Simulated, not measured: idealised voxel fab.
process module | voxel gate over fins
cross-section cut | 150 nm wide | cells 5 nm
A cross-section is a grid of square cells, given in bands from the top down. A band is one or more rows of cells.
Each band's line starts with the height of the band's top and of its bottom, in nm. Then come its materials from left to right, each with its width in nm. One material with "throughout" fills the band from edge to edge. "air" is empty space.
Height 0 is the level under which the wafer as received is all one material. The lowest band goes on downwards, as in "0 down".
A width such as "30 to 40" changes by the same amount from each row of cells to the next, from the band's top row to its bottom row.
"no change" after a step means that no cell of the cross-section changed.
closed voids: empty space of 8 cells or more with no open way to the top, each as width x height at its distance from the left edge, in nm
after a step's settings: what the simulator itself notes on the step
overlay nm, on a step with a mask: how far to the right of its planned place the mask lay; to the left if negative
plan
1 op RECEIVE | material Si
2 op CONFORMAL_DEP | material SiN | thk nm 10
3 op PATTERN | tone cover | mask id FINS | material resist | width nm 15 | pitch nm 35 | thk nm 15 | overlay nm 0
4 op DIRECTIONAL_ETCH | etch materials SiN | depth nm 10
5 op DIRECTIONAL_ETCH | etch materials Si | depth nm 35
6 op STRIP | etch materials resist
7 op OXIDIZE | depth nm 5
8 op FILL_DEP | material SiO2 | thk nm 5
9 op CMP | height nm 10
10 op SELECTIVE_ETCH | etch materials SiO2 | depth nm 25
11 op STRIP | etch materials SiN
12 op CONFORMAL_DEP | material HfO2 | thk nm 5
13 op CONFORMAL_DEP | material TiN | thk nm 5
14 op FILL_DEP | material W | thk nm 15
15 op CMP | height nm 20
16 op CONFORMAL_DEP | material SiCN | thk nm 10
as received, after step 1
  0 down: Si throughout
  closed voids: none
first wafer at the end, as planned
  30 to 20: SiCN throughout
  20 to 10: W throughout
  10 to 5: W 45 | TiN 25 | W 10 | TiN 25 | W 45
  5 to 0: W 45 | TiN 5 | HfO2 15 | TiN 5 | W 10 | TiN 5 | HfO2 15 | TiN 5 | W 45
  0 to -5: W 45 | TiN 5 | HfO2 5 | Si 5 | HfO2 5 | TiN 5 | W 10 | TiN 5 | HfO2 5 | Si 5 | HfO2 5 | TiN 5 | W 45
  -5 to -10: TiN 50 | HfO2 5 | Si 5 | HfO2 5 | TiN 20 | HfO2 5 | Si 5 | HfO2 5 | TiN 50
  -10 to -15: HfO2 55 | Si 5 | HfO2 30 | Si 5 | HfO2 55
  -15 to -40: SiO2 55 | Si 5 | SiO2 30 | Si 5 | SiO2 55
  -40 down: Si throughout
  closed voids: none
second wafer at the end: like start, like plan, one mistake
  30 to 20: SiCN throughout
  20 to 5: W throughout
  5 to 0: W 50 | TiN 15 | W 20 | TiN 15 | W 50
  0 to -10: W 50 | TiN 5 | Si 5 | TiN 5 | W 20 | TiN 5 | Si 5 | TiN 5 | W 50
  -10 to -15: TiN 55 | Si 5 | TiN 30 | Si 5 | TiN 55
  -15 to -40: SiO2 55 | Si 5 | SiO2 30 | Si 5 | SiO2 55
  -40 down: Si throughout
  closed voids: none
what went wrong: step 12 was left out
at the end the second wafer has, in cells: 42 fewer of HfO2 | 42 more of W
